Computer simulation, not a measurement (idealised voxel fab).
Process module in this document: voxel lift off
It is cross-section cut that appears here, measuring 205 nm in width, its square cells being 5 nm in size.
Just so we're on the same page, the cross-sections are grids of square cells, and they're listed out in bands top to bottom, each band one or more rows deep.
Each band's line starts with the height of the band's top and of its bottom, in nm. Then come its materials from left to right, each with its width in nm. One material with "everywhere" fills the band from edge to edge. "air" is empty space.
Height is counted from the level 0, under which the received wafer is composed throughout of one material. The lowest of the bands is not closed at the bottom but continues downward, in the notation "0 -> down".
A width given as "30->40" starts at the first number in the band's top row and ends at the second number in its bottom row, shifting by an equal amount at every step from row to row.
Step marked "changes: none"? Then no cell in the cross-section changed in it.
You'll see "Sealed void list" listing empty spaces that have no way open to the top, as long as they're 8 cells or more; the notation is width x height at distance, where the distance is from the left edge, and all of it is in nm.
Anything after a step's settings on that line? It's the simulator's own note about the step.
On any step carrying a mask, the "overlay nm" setting, if present on the step's line, tells how far right of its planned place the mask lay; negative values point to the left.
# The process steps that were planned are listed below
1) RECEIVE,material Si
2) CONFORMAL_DEP,material Al2O3,thk nm 15
3) PATTERN,tone open,mask id LINES,material resist,width nm 30,pitch nm 55,thk nm 25,overlay nm 0
4) DIRECTIONAL_DEP,material Ru,thk nm 10
5) STRIP,etch materials resist
6) CONFORMAL_DEP,material SiN,thk nm 5
# As received (post step 1): cross-section
	0 -> down | Si everywhere
	Sealed void list: none
# First of two wafers: cross-section at end of module, run per plan
	30 -> 25 | air=55 | SiN=40 | air=15 | SiN=40 | air=55
	25 -> 20 | air=55 | SiN=5 | Ru=30 | SiN=5 | air=15 | SiN=5 | Ru=30 | SiN=5 | air=55
	20 -> 15 | SiN=60 | Ru=30 | SiN=25 | Ru=30 | SiN=60
	15 -> 0 | Al2O3 everywhere
	0 -> down | Si everywhere
	Sealed void list: none
# Cross-section, second wafer: same start as the first, same plan as the first, one mistake in running it; taken at the end of the module
	30 -> 25 | SiN=65 | air=20 | SiN=35 | air=20 | SiN=65
	25 -> 20 | Ru=60 | SiN=5 | air=20 | SiN=5 | Ru=25 | SiN=5 | air=20 | SiN=5 | Ru=60
	20 -> 15 | Ru=60 | SiN=30 | Ru=25 | SiN=30 | Ru=60
	15 -> 0 | Al2O3 everywhere
	0 -> down | Si everywhere
	Sealed void list: none
Deviation from plan: step 3, actual vs plan mismatch, actual run PATTERN,tone cover,mask id LINES,material resist,width nm 30,pitch nm 55,thk nm 25,overlay nm 0
The final cell counts differ between the wafers, with the second having more or fewer of some materials than the first: +34 Ru
